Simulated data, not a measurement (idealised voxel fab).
This is a process module. Its name is voxel ribs on slabs.
It is cross-section cut that appears here, measuring 165 nm in width, its square cells being 5 nm in size.
Throughout this document, each cross-section is represented as a grid of square cells and is presented as a sequence of bands enumerated from the top downward, where a band comprises one or more rows of cells.
Heights first: top, then bottom, in nm. Then materials, left to right, each with a width in nm. "full width" on a single material: fills the band edge to edge. "air": empty space.
All heights in this document are referenced to 0, defined as the level beneath which the wafer, as received, consists entirely of one material. The lowest band is not bounded below; it extends indefinitely downward and is written in the form "0 and below".
Top row gets the first number, bottom row gets the second, and each row in between changes by the same step: that is how a band width like "30 to 40" works.
Take "identical to before" at face value: in the step it is given for, the cross-section changed in none of its cells.
"Closed cavities" - sealed voids, min. 8 cells, no opening to top; format: width x height at distance (distance from left edge; nm throughout).
Text after the settings on a step's line: the simulator's own remark on that step.
If you see "overlay nm" on a step's line and that step has a mask, it's telling you how far right of where it was planned the mask ended up; a negative number means it went left instead.
[Here's what the planned process steps look like]
1. RECEIVE with material Si
2. DIRECTIONAL_DEP with material SiO2, thk nm 30
3. DIRECTIONAL_DEP with material polySi, thk nm 20
4. MASKED_ETCH with tone cover, mask id RIB, width nm 30, etch materials polySi, depth nm 15, overlay nm 0
5. MASKED_ETCH with tone cover, mask id SLAB, width nm 70, etch materials polySi, depth nm 5, overlay nm 0
6. FILL_DEP with material SiO2, thk nm 20
7. CMP with height nm 60
8. DIRECTIONAL_DEP with material W, thk nm 5
9. PATTERN with tone cover, mask id HEATER, material resist, width nm 40, thk nm 20, overlay nm 0
10. DIRECTIONAL_ETCH with etch materials W, depth nm 5
11. STRIP with etch materials resist
12. CONFORMAL_DEP with material SiO2, thk nm 5
[Wafer as received: cross-section following step 1]
- 0 and below: Si full width
- Closed cavities: none
[a wafer at the end: this start, this plan, one mistake]
- 70 down to 65: air (55), SiO2 (50), air (60)
- 65 down to 60: SiO2 (60), W (40), SiO2 (65)
- 60 down to 45: SiO2 full width
- 45 down to 35: SiO2 (65), polySi (30), SiO2 (70)
- 35 down to 30: polySi (45), SiO2 (20), polySi (30), SiO2 (20), polySi (50)
- 30 down to 0: SiO2 full width
- 0 and below: Si full width
- Closed cavities: none
The plan and the run diverged here: not per plan at step 5, really ran MASKED_ETCH with tone open, mask id SLAB, width nm 70, etch materials polySi, depth nm 5, overlay nm 0
